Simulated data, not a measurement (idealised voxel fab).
The following is a process module called voxel wiring stack.
The cross-section on display is named cut; it measures 275 nm wide, and its cells are 5 nm squares.
In this document a cross-section is written as a grid of square cells. It is given as a series of bands, listed from the top down, and a band is one or more rows of cells. Band entry format. Leading values: height of top, height of bottom, nm. Remainder: materials in left-to-right order, each with its width in nm. Special words: "everywhere" on a single material, which then fills the band edge to edge; "empty", empty space. Below 0: as-received wafer, all one material; heights counted from there. Lowest band: no bottom, goes on down, written "0 down". Think of "30..40" as a width that walks from the first number to the second as you go down the band, top row to bottom row, taking equal-sized steps from row to row. Any step labelled "nothing changed" changed none of the cells in the cross-section. "Enclosed internal cavities" contains a list of empty spaces, each no smaller than 8 cells and without an open way to the top, written in the form width x height at distance with the distance from the left edge and all three in nm. Text after the settings on a step's line: the simulator's own remark on that step. When a step includes a mask, the "overlay nm" setting on its line states how far to the right of its planned place that mask lay, and negative values state how far to the left. The remainder of this document consists of a sequence of paired cross-sections. Each pair presents the cross-section prior to one process step together with the cross-section following it, the latter being rendered only as deep as the lowest band that underwent change. The intervening step, together with its settings, is stated beneath each pair. Because the pairs may originate from different runs of this module on the same starting wafer, a given pair is to be read as continuing from the preceding pair only where its entry headed "Prior state" so indicates.
Prior state:
    105 to 100: Cu everywhere
    100 to 95: TiN 35, Cu 20, TiN 40, Cu 20, TiN 40, Cu 20, TiN 40, Cu 20, TiN 40
    95 to 85: SiO2 30, TiN 5, Cu 20, TiN 5, SiO2 30, TiN 5, Cu 20, TiN 5, SiO2 30, TiN 5, Cu 20, TiN 5, SiO2 30, TiN 5, Cu 20, TiN 5, SiO2 35
    85 to 80: SiO2 30, TiN 5, Cu 5, TiN 20, SiO2 30, TiN 5, Cu 5, TiN 20, SiO2 30, TiN 5, Cu 5, TiN 20, SiO2 30, TiN 5, Cu 5, TiN 20, SiO2 35
    80 to 70: SiO2 30, TiN 5, Cu 5, TiN 5, SiO2 45, TiN 5, Cu 5, TiN 5, SiO2 45, TiN 5, Cu 5, TiN 5, SiO2 45, TiN 5, Cu 5, TiN 5, SiO2 50
    70 to 65: SiCN 30, TiN 15, SiCN 45, TiN 15, SiCN 45, TiN 15, SiCN 45, TiN 15, SiCN 50
    65 to 50: SiO2 25, SiCN 5, W 30, SiCN 5, SiO2 20, SiCN 5, W 30, SiCN 5, SiO2 20, SiCN 5, W 30, SiCN 5, SiO2 20, SiCN 5, W 30, SiCN 5, SiO2 30
    50 to 45: SiCN 30, TiN 30, SiCN 30, TiN 30, SiCN 30, TiN 30, SiCN 30, TiN 30, SiCN 35
    45 to 35: lowk 30, TiN 5, Ru 5, TiN 5, lowk 105, TiN 5, Ru 5, TiN 5, lowk 110
    35 to 30: SiCN 30, TiN 15, SiCN 105, TiN 15, SiCN 110
    30 to 15: lowk 30, TiN 5, W 20, TiN 5, lowk 30, TiN 5, W 20, TiN 5, lowk 30, TiN 5, W 20, TiN 5, lowk 30, TiN 5, W 20, TiN 5, lowk 35
    15 to 10: SiN 30, TiN 30, SiN 30, TiN 30, SiN 30, TiN 30, SiN 30, TiN 30, SiN 35
    10 to 0: SiO2 everywhere
    0 down: Si everywhere
    Enclosed internal cavities: none
As Processed:
    100 to 95: TiN 35, Cu 20, TiN 40, Cu 20, TiN 40, Cu 20, TiN 40, Cu 20, TiN 40
    Under 95: no change, same as before.
    Enclosed internal cavities: none
Between the two cross-sections shown above, the process step is CMP [height nm 100]
Prior state: per the after cross-section of the pair just above.
As Processed:
    105 to 100: SiCN everywhere
    Under 100: no change, same as before.
    Enclosed internal cavities: none
Between the two cross-sections shown above, the process step is CONFORMAL_DEP [material SiCN] [thk nm 5]
Prior state:
    105 to 95: aC 30, empty 15, aC 45, empty 15, aC 45, empty 15, aC 45, empty 15, aC 50
    95 to 80: SiO2 30, empty 15, SiO2 45, empty 15, SiO2 45, empty 15, SiO2 45, empty 15, SiO2 50
    80 to 70: SiO2 30, aC 15, SiO2 45, aC 15, SiO2 45, aC 15, SiO2 45, aC 15, SiO2 50
    70 to 65: SiCN everywhere
    65 to 50: SiO2 25, SiCN 5, W 30, SiCN 5, SiO2 20, SiCN 5, W 30, SiCN 5, SiO2 20, SiCN 5, W 30, SiCN 5, SiO2 20, SiCN 5, W 30, SiCN 5, SiO2 30
    50 to 45: SiCN 30, TiN 30, SiCN 30, TiN 30, SiCN 30, TiN 30, SiCN 30, TiN 30, SiCN 35
    45 to 35: lowk 30, TiN 5, Ru 5, TiN 5, lowk 105, TiN 5, Ru 5, TiN 5, lowk 110
    35 to 30: SiCN 30, TiN 15, SiCN 105, TiN 15, SiCN 110
    30 to 15: lowk 30, TiN 5, W 20, TiN 5, lowk 30, TiN 5, W 20, TiN 5, lowk 30, TiN 5, W 20, TiN 5, lowk 30, TiN 5, W 20, TiN 5, lowk 35
    15 to 10: SiN 30, TiN 30, SiN 30, TiN 30, SiN 30, TiN 30, SiN 30, TiN 30, SiN 35
    10 to 0: SiO2 everywhere
    0 down: Si everywhere
    Enclosed internal cavities: none
As Processed:
    135 to 105: resist 25, empty 40, resist 20, empty 40, resist 20, empty 40, resist 20, empty 40, resist 30
    Under 105: no change, same as before.
    Enclosed internal cavities: none
Between the two cross-sections shown above, the process step is PATTERN [tone open] [mask id METAL_3] [material resist] [width nm 40] [pitch nm 60] [thk nm 30] [overlay nm 0]
Prior state: per the after cross-section of the pair just above.
As Processed:
    125 to 105: resist 25, empty 40, resist 20, empty 40, resist 20, empty 40, resist 20, empty 40, resist 30
    105 to 95: aC 25, empty 40, aC 20, empty 40, aC 20, empty 40, aC 20, empty 40, aC 30
    95 to 70: SiO2 30, empty 15, SiO2 45, empty 15, SiO2 45, empty 15, SiO2 45, empty 15, SiO2 50
    Under 70: no change, same as before.
    Enclosed internal cavities: none
Between the two cross-sections shown above, the process step is DIRECTIONAL_ETCH [etch materials aC] [depth nm 10]
Prior state: per the after cross-section of the pair just above.
As Processed:
    105 to 95: aC 25, empty 40, aC 20, empty 40, aC 20, empty 40, aC 20, empty 40, aC 30
    Under 95: no change, same as before.
    Enclosed internal cavities: none
Between the two cross-sections shown above, the process step is STRIP [etch materials resist]
Prior state: per the after cross-section of the pair just above.
As Processed:
    105 to 95: aC 25, empty 40, aC 20, empty 40, aC 20, empty 40, aC 20, empty 40, aC 30
    95 to 80: SiO2 25, empty 40, SiO2 20, empty 40, SiO2 20, empty 40, SiO2 20, empty 40, SiO2 30
    Under 80: no change, same as before.
    Enclosed internal cavities: none
Between the two cross-sections shown above, the process step is DIRECTIONAL_ETCH [etch materials SiO2] [depth nm 15]
Prior state: per the after cross-section of the pair just above.
As Processed:
    105 to 95: aC 25, empty 40, aC 20, empty 40, aC 20, empty 40, aC 20, empty 40, aC 30
    95 to 80: SiO2 25, empty 40, SiO2 20, empty 40, SiO2 20, empty 40, SiO2 20, empty 40, SiO2 30
    80 to 70: SiO2 30, empty 15, SiO2 45, empty 15, SiO2 45, empty 15, SiO2 45, empty 15, SiO2 50
    70 to 65: SiCN 30, empty 15, SiCN 45, empty 15, SiCN 45, empty 15, SiCN 45, empty 15, SiCN 50
    Under 65: no change, same as before.
    Enclosed internal cavities: none
Between the two cross-sections shown above, the process step is DIRECTIONAL_ETCH [etch materials SiCN] [depth nm 5]
Prior state: per the after cross-section of the pair just above.
As Processed:
    95 to 80: SiO2 25, empty 40, SiO2 20, empty 40, SiO2 20, empty 40, SiO2 20, empty 40, SiO2 30
    Under 80: no change, same as before.
    Enclosed internal cavities: none
Between the two cross-sections shown above, the process step is STRIP [etch materials aC]
Prior state: per the after cross-section of the pair just above.
As Processed:
    100 to 95: TiN 30, empty 30, TiN 30, empty 30, TiN 30, empty 30, TiN 30, empty 30, TiN 35
    95 to 85: SiO2 25, TiN 5, empty 30, TiN 5, SiO2 20, TiN 5, empty 30, TiN 5, SiO2 20, TiN 5, empty 30, TiN 5, SiO2 20, TiN 5, empty 30, TiN 5, SiO2 30
    85 to 80: SiO2 25, TiN 10, empty 5, TiN 25, SiO2 20, TiN 10, empty 5, TiN 25, SiO2 20, TiN 10, empty 5, TiN 25, SiO2 20, TiN 10, empty 5, TiN 25, SiO2 30
    80 to 70: SiO2 30, TiN 5, empty 5, TiN 5, SiO2 45, TiN 5, empty 5, TiN 5, SiO2 45, TiN 5, empty 5, TiN 5, SiO2 45, TiN 5, empty 5, TiN 5, SiO2 50
    70 to 65: SiCN 30, TiN 15, SiCN 45, TiN 15, SiCN 45, TiN 15, SiCN 45, TiN 15, SiCN 50
    Under 65: no change, same as before.
    Enclosed internal cavities: none
Between the two cross-sections shown above, the process step is CONFORMAL_DEP [material TiN] [thk nm 5]
Prior state: per the after cross-section of the pair just above.
As Processed:
    105 to 100: Cu everywhere
    100 to 95: TiN 30, Cu 30, TiN 30, Cu 30, TiN 30, Cu 30, TiN 30, Cu 30, TiN 35
    95 to 85: SiO2 25, TiN 5, Cu 30, TiN 5, SiO2 20, TiN 5, Cu 30, TiN 5, SiO2 20, TiN 5, Cu 30, TiN 5, SiO2 20, TiN 5, Cu 30, TiN 5, SiO2 30
    85 to 80: SiO2 25, TiN 10, Cu 5, TiN 25, SiO2 20, TiN 10, Cu 5, TiN 25, SiO2 20, TiN 10, Cu 5, TiN 25, SiO2 20, TiN 10, Cu 5, TiN 25, SiO2 30
    80 to 70: SiO2 30, TiN 5, Cu 5, TiN 5, SiO2 45, TiN 5, Cu 5, TiN 5, SiO2 45, TiN 5, Cu 5, TiN 5, SiO2 45, TiN 5, Cu 5, TiN 5, SiO2 50
    Under 70: no change, same as before.
    Enclosed internal cavities: none
Between the two cross-sections shown above, the process step is FILL_DEP [material Cu] [thk nm 5]
Prior state: per the after cross-section of the pair just above.
As Processed:
    95 to 85: SiO2 25, TiN 5, Cu 30, TiN 5, SiO2 20, TiN 5, Cu 30, TiN 5, SiO2 20, TiN 5, Cu 30, TiN 5, SiO2 20, TiN 5, Cu 30, TiN 5, SiO2 30
    Under 85: no change, same as before.
    Enclosed internal cavities: none
Between the two cross-sections shown above, the process step is CMP [height nm 95]
Prior state: per the after cross-section of the pair just above.
As Processed:
    100 to 95: SiCN everywhere
    Under 95: no change, same as before.
    Enclosed internal cavities: none
Between the two cross-sections shown above, the process step is CONFORMAL_DEP [material SiCN] [thk nm 5]
Prior state:
    65 to 50: W everywhere
    50 to 45: TiN everywhere
    45 to 35: lowk 30, TiN 5, Ru 5, TiN 5, lowk 105, TiN 5, Ru 5, TiN 5, lowk 110
    35 to 30: SiCN 30, TiN 15, SiCN 105, TiN 15, SiCN 110
    30 to 15: lowk 30, TiN 5, W 20, TiN 5, lowk 30, TiN 5, W 20, TiN 5, lowk 30, TiN 5, W 20, TiN 5, lowk 30, TiN 5, W 20, TiN 5, lowk 35
    15 to 10: SiN 30, TiN 30, SiN 30, TiN 30, SiN 30, TiN 30, SiN 30, TiN 30, SiN 35
    10 to 0: SiO2 everywhere
    0 down: Si everywhere
    Enclosed internal cavities: none
As Processed:
    65 to 50: empty 40, W 30, empty 30, W 30, empty 30, W 30, empty 30, W 30, empty 25
    Under 50: no change, same as before.
    Enclosed internal cavities: none
Between the two cross-sections shown above, the process step is MASKED_ETCH [tone cover] [mask id METAL_2] [width nm 30] [pitch nm 60] [etch materials W] [depth nm 15] [overlay nm 10]
Prior state: per the after cross-section of the pair just above.
As Processed:
    65 to 50: empty 40, W 30, empty 30, W 30, empty 30, W 30, empty 30, W 30, empty 25
    50 to 45: empty 30, TiN 40, empty 20, TiN 40, empty 20, TiN 40, empty 20, TiN 40, empty 25
    Under 45: no change, same as before.
    Enclosed internal cavities: none
Between the two cross-sections shown above, the process step is MASKED_ETCH [tone cover] [mask id METAL_2] [width nm 30] [pitch nm 60] [etch materials TiN] [depth nm 5] [overlay nm 0]
Prior state: per the after cross-section of the pair just above.
As Processed:
    70 to 65: empty 35, SiCN 40, empty 20, SiCN 40, empty 20, SiCN 40, empty 20, SiCN 40, empty 20
    65 to 55: empty 35, SiCN 5, W 30, SiCN 5, empty 20, SiCN 5, W 30, SiCN 5, empty 20, SiCN 5, W 30, SiCN 5, empty 20, SiCN 5, W 30, SiCN 5, empty 20
    55 to 50: empty 25, SiCN 15, W 30, SiCN 5, empty 10, SiCN 15, W 30, SiCN 5, empty 10, SiCN 15, W 30, SiCN 5, empty 10, SiCN 15, W 30, SiCN 5, empty 20
    50 to 45: SiCN 30, TiN 40, SiCN 20, TiN 40, SiCN 20, TiN 40, SiCN 20, TiN 40, SiCN 25
    Under 45: no change, same as before.
    Enclosed internal cavities: none
Between the two cross-sections shown above, the process step is CONFORMAL_DEP [material SiCN] [thk nm 5]
Prior state: per the after cross-section of the pair just above.
As Processed:
    75 to 70: SiO2 everywhere
    70 to 65: SiO2 35, SiCN 40, SiO2 20, SiCN 40, SiO2 20, SiCN 40, SiO2 20, SiCN 40, SiO2 20
    65 to 55: SiO2 35, SiCN 5, W 30, SiCN 5, SiO2 20, SiCN 5, W 30, SiCN 5, SiO2 20, SiCN 5, W 30, SiCN 5, SiO2 20, SiCN 5, W 30, SiCN 5, SiO2 20
    55 to 50: SiO2 25, SiCN 15, W 30, SiCN 5, SiO2 10, SiCN 15, W 30, SiCN 5, SiO2 10, SiCN 15, W 30, SiCN 5, SiO2 10, SiCN 15, W 30, SiCN 5, SiO2 20
    Under 50: no change, same as before.
    Enclosed internal cavities: none
Between the two cross-sections shown above, the process step is FILL_DEP [material SiO2] [thk nm 5]
Prior state: per the after cross-section of the pair just above.
As Processed:
    65 to 55: SiO2 35, SiCN 5, W 30, SiCN 5, SiO2 20, SiCN 5, W 30, SiCN 5, SiO2 20, SiCN 5, W 30, SiCN 5, SiO2 20, SiCN 5, W 30, SiCN 5, SiO2 20
    Under 55: no change, same as before.
    Enclosed internal cavities: none
Between the two cross-sections shown above, the process step is CMP [height nm 65]
Prior state: per the after cross-section of the pair just above.
As Processed:
    70 to 65: SiCN everywhere
    Under 65: no change, same as before.
    Enclosed internal cavities: none
Between the two cross-sections shown above, the process step is CONFORMAL_DEP [material SiCN] [thk nm 5]
Prior state: per the after cross-section of the pair just above.
As Processed:
    95 to 70: SiO2 everywhere
    Under 70: no change, same as before.
    Enclosed internal cavities: none
Between the two cross-sections shown above, the process step is DIRECTIONAL_DEP [material SiO2] [thk nm 25]
Prior state: per the after cross-section of the pair just above.
As Processed:
    110 to 95: aC everywhere
    Under 95: no change, same as before.
    Enclosed internal cavities: none
Between the two cross-sections shown above, the process step is DIRECTIONAL_DEP [material aC] [thk nm 15]
Prior state: per the after cross-section of the pair just above.
As Processed:
    145 to 110: resist 30, empty 15, resist 45, empty 15, resist 45, empty 15, resist 45, empty 15, resist 50
    Under 110: no change, same as before.
    Enclosed internal cavities: none
Between the two cross-sections shown above, the process step is PATTERN [tone open] [mask id METAL_3_HOLES] [material resist] [width nm 15] [pitch nm 60] [thk nm 35] [overlay nm 0]
Prior state: per the after cross-section of the pair just above.
As Processed:
    130 to 110: resist 30, empty 15, resist 45, empty 15, resist 45, empty 15, resist 45, empty 15, resist 50
    110 to 95: aC 30, empty 15, aC 45, empty 15, aC 45, empty 15, aC 45, empty 15, aC 50
    Under 95: no change, same as before.
    Enclosed internal cavities: none
Between the two cross-sections shown above, the process step is DIRECTIONAL_ETCH [etch materials aC] [depth nm 15]
Prior state: per the after cross-section of the pair just above.
As Processed:
    110 to 95: aC 30, empty 15, aC 45, empty 15, aC 45, empty 15, aC 45, empty 15, aC 50
    Under 95: no change, same as before.
    Enclosed internal cavities: none
Between the two cross-sections shown above, the process step is STRIP [etch materials resist]
Prior state: per the after cross-section of the pair just above.
As Processed:
    110 to 95: aC 30, empty 15, aC 45, empty 15, aC 45, empty 15, aC 45, empty 15, aC 50
    95 to 70: SiO2 30, empty 15, SiO2 45, empty 15, SiO2 45, empty 15, SiO2 45, empty 15, SiO2 50
    Under 70: no change, same as before.
    Enclosed internal cavities: none
Between the two cross-sections shown above, the process step is DIRECTIONAL_ETCH [etch materials SiO2] [depth nm 25]
Prior state: per the after cross-section of the pair just above.
As Processed:
    95 to 70: SiO2 30, empty 15, SiO2 45, empty 15, SiO2 45, empty 15, SiO2 45, empty 15, SiO2 50
    Under 70: no change, same as before.
    Enclosed internal cavities: none
Between the two cross-sections shown above, the process step is STRIP [etch materials aC]
Prior state: per the after cross-section of the pair just above.
As Processed:
    105 to 95: aC 30, empty 15, aC 45, empty 15, aC 45, empty 15, aC 45, empty 15, aC 50
    95 to 80: SiO2 30, empty 15, SiO2 45, empty 15, SiO2 45, empty 15, SiO2 45, empty 15, SiO2 50
    80 to 70: SiO2 30, aC 15, SiO2 45, aC 15, SiO2 45, aC 15, SiO2 45, aC 15, SiO2 50
    Under 70: no change, same as before.
    Enclosed internal cavities: none
Between the two cross-sections shown above, the process step is DIRECTIONAL_DEP [material aC] [thk nm 10]
Prior state: per the after cross-section of the pair just above.
As Processed:
    135 to 105: resist 30, empty 30, resist 30, empty 30, resist 30, empty 30, resist 30, empty 30, resist 35
    Under 105: no change, same as before.
    Enclosed internal cavities: none
Between the two cross-sections shown above, the process step is PATTERN [tone open] [mask id METAL_3] [material resist] [width nm 30] [pitch nm 60] [thk nm 30] [overlay nm 0]
Prior state: per the after cross-section of the pair just above.
As Processed:
    125 to 105: resist 30, empty 30, resist 30, empty 30, resist 30, empty 30, resist 30, empty 30, resist 35
    105 to 95: aC 30, empty 30, aC 30, empty 30, aC 30, empty 30, aC 30, empty 30, aC 35
    95 to 70: SiO2 30, empty 15, SiO2 45, empty 15, SiO2 45, empty 15, SiO2 45, empty 15, SiO2 50
    Under 70: no change, same as before.
    Enclosed internal cavities: none
Between the two cross-sections shown above, the process step is DIRECTIONAL_ETCH [etch materials aC] [depth nm 10]
Prior state: per the after cross-section of the pair just above.
As Processed:
    105 to 95: aC 30, empty 30, aC 30, empty 30, aC 30, empty 30, aC 30, empty 30, aC 35
    Under 95: no change, same as before.
    Enclosed internal cavities: none
Between the two cross-sections shown above, the process step is STRIP [etch materials resist]
Prior state: per the after cross-section of the pair just above.
As Processed:
    105 to 95: aC 30, empty 30, aC 30, empty 30, aC 30, empty 30, aC 30, empty 30, aC 35
    95 to 80: SiO2 30, empty 30, SiO2 30, empty 30, SiO2 30, empty 30, SiO2 30, empty 30, SiO2 35
    Under 80: no change, same as before.
    Enclosed internal cavities: none
Between the two cross-sections shown above, the process step is DIRECTIONAL_ETCH [etch materials SiO2] [depth nm 15]
Prior state: per the after cross-section of the pair just above.
As Processed:
    105 to 95: aC 30, empty 30, aC 30, empty 30, aC 30, empty 30, aC 30, empty 30, aC 35
    95 to 80: SiO2 30, empty 30, SiO2 30, empty 30, SiO2 30, empty 30, SiO2 30, empty 30, SiO2 35
    80 to 70: SiO2 30, empty 15, SiO2 45, empty 15, SiO2 45, empty 15, SiO2 45, empty 15, SiO2 50
    70 to 65: SiCN 30, empty 15, SiCN 45, empty 15, SiCN 45, empty 15, SiCN 45, empty 15, SiCN 50
    Under 65: no change, same as before.
    Enclosed internal cavities: none
Between the two cross-sections shown above, the process step is DIRECTIONAL_ETCH [etch materials SiCN] [depth nm 5]
Prior state: per the after cross-section of the pair just above.
As Processed:
    95 to 80: SiO2 30, empty 30, SiO2 30, empty 30, SiO2 30, empty 30, SiO2 30, empty 30, SiO2 35
    Under 80: no change, same as before.
    Enclosed internal cavities: none
Between the two cross-sections shown above, the process step is STRIP [etch materials aC]
Prior state: per the after cross-section of the pair just above.
As Processed:
    100 to 95: TiN 35, empty 20, TiN 40, empty 20, TiN 40, empty 20, TiN 40, empty 20, TiN 40
    95 to 85: SiO2 30, TiN 5, empty 20, TiN 5, SiO2 30, TiN 5, empty 20, TiN 5, SiO2 30, TiN 5, empty 20, TiN 5, SiO2 30, TiN 5, empty 20, TiN 5, SiO2 35
    85 to 80: SiO2 30, TiN 5, empty 5, TiN 20, SiO2 30, TiN 5, empty 5, TiN 20, SiO2 30, TiN 5, empty 5, TiN 20, SiO2 30, TiN 5, empty 5, TiN 20, SiO2 35
    80 to 70: SiO2 30, TiN 5, empty 5, TiN 5, SiO2 45, TiN 5, empty 5, TiN 5, SiO2 45, TiN 5, empty 5, TiN 5, SiO2 45, TiN 5, empty 5, TiN 5, SiO2 50
    70 to 65: SiCN 30, TiN 15, SiCN 45, TiN 15, SiCN 45, TiN 15, SiCN 45, TiN 15, SiCN 50
    Under 65: no change, same as before.
    Enclosed internal cavities: none
Between the two cross-sections shown above, the process step is CONFORMAL_DEP [material TiN] [thk nm 5]
Prior state: per the after cross-section of the pair just above.
As Processed:
    105 to 100: Cu everywhere
    100 to 95: TiN 35, Cu 20, TiN 40, Cu 20, TiN 40, Cu 20, TiN 40, Cu 20, TiN 40
    95 to 85: SiO2 30, TiN 5, Cu 20, TiN 5, SiO2 30, TiN 5, Cu 20, TiN 5, SiO2 30, TiN 5, Cu 20, TiN 5, SiO2 30, TiN 5, Cu 20, TiN 5, SiO2 35
    85 to 80: SiO2 30, TiN 5, Cu 5, TiN 20, SiO2 30, TiN 5, Cu 5, TiN 20, SiO2 30, TiN 5, Cu 5, TiN 20, SiO2 30, TiN 5, Cu 5, TiN 20, SiO2 35
    80 to 70: SiO2 30, TiN 5, Cu 5, TiN 5, SiO2 45, TiN 5, Cu 5, TiN 5, SiO2 45, TiN 5, Cu 5, TiN 5, SiO2 45, TiN 5, Cu 5, TiN 5, SiO2 50
    Under 70: no change, same as before.
    Enclosed internal cavities: none
Between the two cross-sections shown above, the process step is FILL_DEP [material Cu] [thk nm 5]
Prior state: per the after cross-section of the pair just above.
As Processed:
    95 to 85: SiO2 30, TiN 5, Cu 20, TiN 5, SiO2 30, TiN 5, Cu 20, TiN 5, SiO2 30, TiN 5, Cu 20, TiN 5, SiO2 30, TiN 5, Cu 20, TiN 5, SiO2 35
    Under 85: no change, same as before.
    Enclosed internal cavities: none
Between the two cross-sections shown above, the process step is CMP [height nm 95]
Prior state: per the after cross-section of the pair just above.
As Processed:
    100 to 95: SiCN everywhere
    Under 95: no change, same as before.
    Enclosed internal cavities: none
Between the two cross-sections shown above, the process step is CONFORMAL_DEP [material SiCN] [thk nm 5]
Prior state:
    30 to 15: lowk 30, empty 30, lowk 30, empty 30, lowk 30, empty 30, lowk 30, empty 30, lowk 35
    15 to 10: SiN 30, empty 30, SiN 30, empty 30, SiN 30, empty 30, SiN 30, empty 30, SiN 35
    10 to 0: SiO2 everywhere
    0 down: Si everywhere
    Enclosed internal cavities: none
As Processed:
    35 to 30: SiN 35, empty 20, SiN 40, empty 20, SiN 40, empty 20, SiN 40, empty 20, SiN 40
    30 to 15: lowk 30, SiN 5, empty 20, SiN 5, lowk 30, SiN 5, empty 20, SiN 5, lowk 30, SiN 5, empty 20, SiN 5, lowk 30, SiN 5, empty 20, SiN 5, lowk 35
    15 to 10: SiN everywhere
    Under 10: no change, same as before.
    Enclosed internal cavities: none
Between the two cross-sections shown above, the process step is CONFORMAL_DEP [material SiN] [thk nm 5]
Prior state: per the after cross-section of the pair just above.
As Processed:
    45 to 35: W everywhere
    35 to 30: SiN 35, W 20, SiN 40, W 20, SiN 40, W 20, SiN 40, W 20, SiN 40
    30 to 15: lowk 30, SiN 5, W 20, SiN 5, lowk 30, SiN 5, W 20, SiN 5, lowk 30, SiN 5, W 20, SiN 5, lowk 30, SiN 5, W 20, SiN 5, lowk 35
    Under 15: no change, same as before.
    Enclosed internal cavities: none
Between the two cross-sections shown above, the process step is FILL_DEP [material W] [thk nm 10]
Prior state: per the after cross-section of the pair just above.
As Processed:
    30 to 15: lowk 30, SiN 5, W 20, SiN 5, lowk 30, SiN 5, W 20, SiN 5, lowk 30, SiN 5, W 20, SiN 5, lowk 30, SiN 5, W 20, SiN 5, lowk 35
    Under 15: no change, same as before.
    Enclosed internal cavities: none
Between the two cross-sections shown above, the process step is CMP [height nm 30]
Prior state: per the after cross-section of the pair just above.
As Processed:
    35 to 30: SiCN everywhere
    Under 30: no change, same as before.
    Enclosed internal cavities: none
Between the two cross-sections shown above, the process step is CONFORMAL_DEP [material SiCN] [thk nm 5]
Prior state: per the after cross-section of the pair just above.
As Processed:
    45 to 35: lowk everywhere
    Under 35: no change, same as before.
    Enclosed internal cavities: none
Between the two cross-sections shown above, the process step is DIRECTIONAL_DEP [material lowk] [thk nm 10]
Prior state: per the after cross-section of the pair just above.
As Processed:
    60 to 45: aC everywhere
    Under 45: no change, same as before.
    Enclosed internal cavities: none
Between the two cross-sections shown above, the process step is DIRECTIONAL_DEP [material aC] [thk nm 15]
Prior state: per the after cross-section of the pair just above.
As Processed:
    95 to 60: resist 30, empty 15, resist 105, empty 15, resist 110
    Under 60: no change, same as before.
    Enclosed internal cavities: none
Between the two cross-sections shown above, the process step is PATTERN [tone open] [mask id PLUG_1] [material resist] [width nm 15] [pitch nm 120] [thk nm 35] [overlay nm 0]
Prior state: per the after cross-section of the pair just above.
As Processed:
    80 to 60: resist 30, empty 15, resist 105, empty 15, resist 110
    60 to 45: aC 30, empty 15, aC 105, empty 15, aC 110
    Under 45: no change, same as before.
    Enclosed internal cavities: none
Between the two cross-sections shown above, the process step is DIRECTIONAL_ETCH [etch materials aC] [depth nm 15]
Prior state: per the after cross-section of the pair just above.
As Processed:
    60 to 45: aC 30, empty 15, aC 105, empty 15, aC 110
    Under 45: no change, same as before.
    Enclosed internal cavities: none
Between the two cross-sections shown above, the process step is STRIP [etch materials resist]
Prior state: per the after cross-section of the pair just above.
As Processed:
    60 to 45: aC 30, empty 15, aC 105, empty 15, aC 110
    45 to 35: lowk 30, empty 15, lowk 105, empty 15, lowk 110
    Under 35: no change, same as before.
    Enclosed internal cavities: none
Between the two cross-sections shown above, the process step is DIRECTIONAL_ETCH [etch materials lowk] [depth nm 10]
Prior state: per the after cross-section of the pair just above.
As Processed:
    60 to 45: aC 30, empty 15, aC 105, empty 15, aC 110
    45 to 35: lowk 30, empty 15, lowk 105, empty 15, lowk 110
    35 to 30: SiCN 30, empty 15, SiCN 105, empty 15, SiCN 110
    Under 30: no change, same as before.
    Enclosed internal cavities: none
Between the two cross-sections shown above, the process step is DIRECTIONAL_ETCH [etch materials SiCN] [depth nm 5]
Prior state: per the after cross-section of the pair just above.
As Processed:
    45 to 35: lowk 30, empty 15, lowk 105, empty 15, lowk 110
    Under 35: no change, same as before.
    Enclosed internal cavities: none
Between the two cross-sections shown above, the process step is STRIP [etch materials aC]
Prior state: per the after cross-section of the pair just above.
As Processed:
    50 to 45: TiN 35, empty 5, TiN 115, empty 5, TiN 115
    45 to 35: lowk 30, TiN 5, empty 5, TiN 5, lowk 105, TiN 5, empty 5, TiN 5, lowk 110
    35 to 30: SiCN 30, TiN 15, SiCN 105, TiN 15, SiCN 110
    Under 30: no change, same as before.
    Enclosed internal cavities: none
Between the two cross-sections shown above, the process step is CONFORMAL_DEP [material TiN] [thk nm 5]
Prior state: per the after cross-section of the pair just above.
As Processed:
    55 to 50: Ru everywhere
    50 to 45: TiN 35, Ru 5, TiN 115, Ru 5, TiN 115
    45 to 35: lowk 30, TiN 5, Ru 5, TiN 5, lowk 105, TiN 5, Ru 5, TiN 5, lowk 110
    Under 35: no change, same as before.
    Enclosed internal cavities: none
Between the two cross-sections shown above, the process step is FILL_DEP [material Ru] [thk nm 5]
Prior state: per the after cross-section of the pair just above.
As Processed:
    45 to 35: lowk 30, TiN 5, Ru 5, TiN 5, lowk 105, TiN 5, Ru 5, TiN 5, lowk 110
    Under 35: no change, same as before.
    Enclosed internal cavities: none
Between the two cross-sections shown above, the process step is CMP [height nm 45]
Prior state: per the after cross-section of the pair just above.
As Processed:
    50 to 45: TiN everywhere
    Under 45: no change, same as before.
    Enclosed internal cavities: none
Between the two cross-sections shown above, the process step is DIRECTIONAL_DEP [material TiN] [thk nm 5]
Prior state: per the after cross-section of the pair just above.
As Processed:
    65 to 50: W everywhere
    Under 50: no change, same as before.
    Enclosed internal cavities: none
Between the two cross-sections shown above, the process step is DIRECTIONAL_DEP [material W] [thk nm 15]
Prior state: per the after cross-section of the pair just above.
As Processed:
    65 to 50: empty 30, W 30, empty 30, W 30, empty 30, W 30, empty 30, W 30, empty 35
    Under 50: no change, same as before.
    Enclosed internal cavities: none
Between the two cross-sections shown above, the process step is MASKED_ETCH [tone cover] [mask id METAL_2] [width nm 30] [pitch nm 60] [etch materials W] [depth nm 15] [overlay nm 0]
Prior state: per the after cross-section of the pair just above.
As Processed:
    65 to 50: empty 30, W 30, empty 30, W 30, empty 30, W 30, empty 30, W 30, empty 35
    50 to 45: empty 30, TiN 30, empty 30, TiN 30, empty 30, TiN 30, empty 30, TiN 30, empty 35
    Under 45: no change, same as before.
    Enclosed internal cavities: none
Between the two cross-sections shown above, the process step is MASKED_ETCH [tone cover] [mask id METAL_2] [width nm 30] [pitch nm 60] [etch materials TiN] [depth nm 5] [overlay nm 0]
Prior state: per the after cross-section of the pair just above.
As Processed:
    70 to 65: empty 25, SiCN 40, empty 20, SiCN 40, empty 20, SiCN 40, empty 20, SiCN 40, empty 30
    65 to 50: empty 25, SiCN 5, W 30, SiCN 5, empty 20, SiCN 5, W 30, SiCN 5, empty 20, SiCN 5, W 30, SiCN 5, empty 20, SiCN 5, W 30, SiCN 5, empty 30
    50 to 45: SiCN 30, TiN 30, SiCN 30, TiN 30, SiCN 30, TiN 30, SiCN 30, TiN 30, SiCN 35
    Under 45: no change, same as before.
    Enclosed internal cavities: none
Between the two cross-sections shown above, the process step is CONFORMAL_DEP [material SiCN] [thk nm 5]
